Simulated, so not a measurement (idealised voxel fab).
Process module, titled voxel trench capacitor
250 nm wide, 5 nm square cells: that's cross-section cut.
This document writes a cross-section as a grid whose cells are square, and gives it as bands, listed from the top down; one or more rows of cells form a band.
Top, bottom (nm), then materials left to right with widths (nm); lone material tagged "everywhere" fills the whole band edge to edge; "blank" = empty space.
Below 0: as-received wafer, all one material; heights counted from there. Lowest band: no bottom, goes on down, written "z 0 and below".
Graded width ("30 to 40"): value in top row of band = first number; value in bottom row = second number; row-to-row change constant.
It should be understood that the words "all unchanged", when stated for a given step, signify that the cross-section underwent no change in any of its cells during that step.
"Closed void catalog" means: voids of 8 cells or more that are shut off from the top with no open way through. Written width x height at distance, distance from the left edge, in nm.
Step line, after settings: the simulator's comment on this step.
The "overlay nm" setting may appear on a step's line; for a step that uses a mask, it gives how far to the right of its planned position the mask lay, and a negative value indicates the left.

The steps planned for the process are as follows:
1 op RECEIVE | material Si
2 op CONFORMAL_DEP | material SiN | thk nm 5
3 op DIRECTIONAL_DEP | material aC | thk nm 10
4 op PATTERN | tone open | mask id TRENCH | material resist | width nm 15 | pitch nm 40 | thk nm 25 | overlay nm 0
5 op DIRECTIONAL_ETCH | etch materials aC | depth nm 10
6 op STRIP | etch materials resist
7 op DIRECTIONAL_ETCH | etch materials SiN | depth nm 5
8 op DIRECTIONAL_ETCH | etch materials Si | depth nm 35
9 op STRIP | etch materials aC
10 op CONFORMAL_DEP | material SiO2 | thk nm 5
11 op FILL_DEP | material polySi | thk nm 5
12 op CMP | height nm 5
It is noted that the wafers described herein are identical at the outset and are distinguished by the width nm of step 4; the value stated in the plan corresponds to the first wafer.

As-received cross-section, first of several wafers, post step 1:
  z 0 and below = Si everywhere
  Closed void catalog: none

Here is the cross-section of the first of several wafers at the end of the module, after its last step, step 12:
  z 5 to 0 = SiN=80; SiO2=5; polySi=5; SiO2=5; SiN=25; SiO2=5; polySi=5; SiO2=5; SiN=25; SiO2=5; polySi=5; SiO2=5; SiN=75
  z 0 to -30 = Si=80; SiO2=5; polySi=5; SiO2=5; Si=25; SiO2=5; polySi=5; SiO2=5; Si=25; SiO2=5; polySi=5; SiO2=5; Si=75
  z -30 to -35 = Si=80; SiO2=15; Si=25; SiO2=15; Si=25; SiO2=15; Si=75
  z -35 and below = Si everywhere
  Closed void catalog: none

Cross-section, last wafer, module completion:
  z 5 to 0 = SiN=75; SiO2=5; polySi=15; SiO2=5; SiN=15; SiO2=5; polySi=15; SiO2=5; SiN=15; SiO2=5; polySi=15; SiO2=5; SiN=70
  z 0 to -30 = Si=75; SiO2=5; polySi=15; SiO2=5; Si=15; SiO2=5; polySi=15; SiO2=5; Si=15; SiO2=5; polySi=15; SiO2=5; Si=70
  z -30 to -35 = Si=75; SiO2=25; Si=15; SiO2=25; Si=15; SiO2=25; Si=70
  z -35 and below = Si everywhere
  Closed void catalog: none

End of module, by wafer: material-by-material cell gain (+) or loss (-) since receipt, then closed voids:
width nm 15 | -63 Si | +41 SiN | +51 SiO2 | +21 polySi | Closed void catalog: none
width nm 20 | -84 Si | +38 SiN | +54 SiO2 | +42 polySi | Closed void catalog: none
width nm 25 | -105 Si | +35 SiN | +57 SiO2 | +63 polySi | Closed void catalog: none
